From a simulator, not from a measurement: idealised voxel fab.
process module | voxel self aligned vias
cross-section cut | 255 nm wide | cells 5 nm
A cross-section is a grid of square cells, given in bands from the top down. A band is one or more rows of cells.
Each band's line starts with the height of the band's top and of its bottom, in nm. Then come its materials from left to right, each with its width in nm. One material with "throughout" fills the band from edge to edge. "air" is empty space.
Height 0 is the level under which the wafer as received is all one material. The lowest band goes on downwards, as in "0 down".
A width such as "30 to 40" changes by the same amount from each row of cells to the next, from the band's top row to its bottom row.
"no change" after a step means that no cell of the cross-section changed.
closed voids: empty space of 8 cells or more with no open way to the top, each as width x height at its distance from the left edge, in nm
after a step's settings: what the simulator itself notes on the step
overlay nm, on a step with a mask: how far to the right of its planned place the mask lay; to the left if negative
plan
1 op RECEIVE | material Si
2 op CONFORMAL_DEP | material SiO2 | thk nm 10
3 op CONFORMAL_DEP | material SiCN | thk nm 5
4 op DIRECTIONAL_DEP | material SiO2 | thk nm 25
5 op MASKED_ETCH | tone open | mask id LINES | width nm 25 | pitch nm 60 | etch materials SiO2 | depth nm 25 | overlay nm 0
6 op CONFORMAL_DEP | material TiN | thk nm 5
7 op FILL_DEP | material W | thk nm 5
8 op CMP | height nm 40
9 op SELECTIVE_ETCH | etch materials W Ru TiN | depth nm 5
10 op FILL_DEP | material SiN | thk nm 10
11 op CMP | height nm 40
12 op DIRECTIONAL_DEP | material SiO2 | thk nm 20
13 op MASKED_ETCH | tone open | mask id VIAS | width nm 45 | pitch nm 120 | etch materials SiO2 | depth nm 20 | overlay nm 0
14 op MASKED_ETCH | tone open | mask id VIAS | width nm 45 | pitch nm 120 | etch materials SiN | depth nm 10 | overlay nm 0
15 op CONFORMAL_DEP | material TiN | thk nm 5
16 op FILL_DEP | material Cu | thk nm 5
17 op CMP | height nm 60
18 op CONFORMAL_DEP | material SiCN | thk nm 5
varied across the wafers: depth nm of step 9. The plan shows the first wafer's value. All wafers start alike
first wafer as received, after step 1
  0 down: Si throughout
  closed voids: none
each wafer at the end: cells of each material gained (+) or lost (-) since it was received, then its closed voids
depth nm 5 | +48 Cu | +102 SiCN | +5 SiN | +414 SiO2 | +67 TiN | +27 W | closed voids: none
depth nm 10 | +54 Cu | +102 SiCN | +10 SiN | +414 SiO2 | +65 TiN | +18 W | closed voids: none
depth nm 15 | +54 Cu | +102 SiCN | +25 SiN | +414 SiO2 | +59 TiN | +9 W | closed voids: none
depth nm 20 | +54 Cu | +102 SiCN | +40 SiN | +414 SiO2 | +53 TiN | closed voids: none
depth nm 25 | +54 Cu | +102 SiCN | +55 SiN | +414 SiO2 | +38 TiN | closed voids: none
